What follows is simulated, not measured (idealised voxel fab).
The document below concerns the process module designated voxel self aligned contacts.
Cross-section cut: width 260 nm, square cells of 5 nm.
If you're reading a cross-section in this doc, picture square cells in a grid; it comes to you as bands, top ones listed first down to the bottom, and a band can be one or more rows of cells.
Look at the band entry: it leads with the top's height and the bottom's height in nm. Then it lists the materials left to right, with a width in nm for each. The word "full width" on a single material says that material fills the band edge to edge. The word "empty" is empty space.
Where do heights start? At 0: under that level the wafer as delivered is made of one material only. And the lowest band has no floor; it just carries on downward, as in "0..down".
With a width like "30..40", each row of cells in the band differs from the next by the same amount, the top row carrying the first number and the bottom row the second.
Where the words "remained unchanged" appear for a step, the cross-section shows no cell changed by that step; every cell remained as before.
Any empty space of 8 cells or more lacking an open way to the top shows up in "Closed void roster" as width x height at distance, distance from the left edge, in nm.
What comes after the settings on a step's line is commentary from the simulator itself on that step.
Among the settings permitted on a step's line is "overlay nm"; applied to a step with a mask, it specifies the extent to which the mask lay to the right of its planned position, whereas a negative figure signifies a position to the left.
**The following list gives the planned process steps**
| 1 | RECEIVE (material Si) |
| 2 | OXIDIZE (depth nm 5) |
| 3 | DIRECTIONAL_DEP (material polySi; thk nm 25) |
| 4 | DIRECTIONAL_DEP (material SiN; thk nm 25) |
| 5 | MASKED_ETCH (tone cover; mask id GATE; width nm 30; pitch nm 75; etch materials SiN; depth nm 25; overlay nm 0) |
| 6 | MASKED_ETCH (tone cover; mask id GATE; width nm 30; pitch nm 75; etch materials polySi; depth nm 25; overlay nm 0) |
| 7 | CONFORMAL_DEP (material SiN; thk nm 10) |
| 8 | DIRECTIONAL_ETCH (etch materials SiN; depth nm 10) |
| 9 | FILL_DEP (material SiO2; thk nm 15) |
| 10 | CMP (height nm 60) |
| 11 | DIRECTIONAL_DEP (material aC; thk nm 10) |
| 12 | PATTERN (tone open; mask id CONTACT; material resist; width nm 55; pitch nm 75; thk nm 30; overlay nm 0) |
| 13 | DIRECTIONAL_ETCH (etch materials aC; depth nm 10) |
| 14 | STRIP (etch materials resist) |
| 15 | DIRECTIONAL_ETCH (etch materials SiO2; depth nm 65) |
| 16 | STRIP (etch materials aC) |
| 17 | CONFORMAL_DEP (material TiN; thk nm 5) |
| 18 | FILL_DEP (material Ru; thk nm 10) |
| 19 | CMP (height nm 60) |
| 20 | CONFORMAL_DEP (material SiCN; thk nm 5) |
**as received, after step 1**
0..down: Si full width
Closed void roster: none
**First of two wafers, end-of-module section, run followed plan**
65..60: SiCN full width
60..50: SiO2 (65) / TiN (5..20) / Ru (45..15) / TiN (5..20) / SiO2 (20) / TiN (5..20) / Ru (45..15) / TiN (5..20) / SiO2 (65)
50..25: SiO2 (30) / SiN (50) / TiN (5) / Ru (15) / TiN (5) / SiN (50) / TiN (5) / Ru (15) / TiN (5) / SiN (50) / SiO2 (30)
25..0: SiO2 (30) / SiN (10) / polySi (30) / SiN (10) / TiN (5) / Ru (15) / TiN (5) / SiN (10) / polySi (30) / SiN (10) / TiN (5) / Ru (15) / TiN (5) / SiN (10) / polySi (30) / SiN (10) / SiO2 (30)
0..-5: SiO2 (80) / TiN (25) / SiO2 (50) / TiN (25) / SiO2 (80)
-5..down: Si full width
Closed void roster: none
**Here's the second of our two wafers sectioned at module end. Same start as the first, same plan, but one mistake got made running it**
65..60: SiCN full width
60..55: SiO2 (30) / SiN (50) / TiN (5) / Ru (15) / TiN (5) / SiN (50) / TiN (5) / Ru (15) / TiN (5) / SiN (50) / SiO2 (30)
55..50: SiO2 (30) / SiN (50) / TiN (25) / SiN (50) / TiN (25) / SiN (50) / SiO2 (30)
50..25: SiN full width
25..0: polySi full width
0..-5: SiO2 full width
-5..down: Si full width
Closed void roster: none
It is concluded that the wafer was processed incorrectly with respect to the plan, in that step 4, plan: ran twice
at the end the second wafer has, in cells: -78 Ru; +110 SiN; -146 SiO2; -56 TiN; +170 polySi
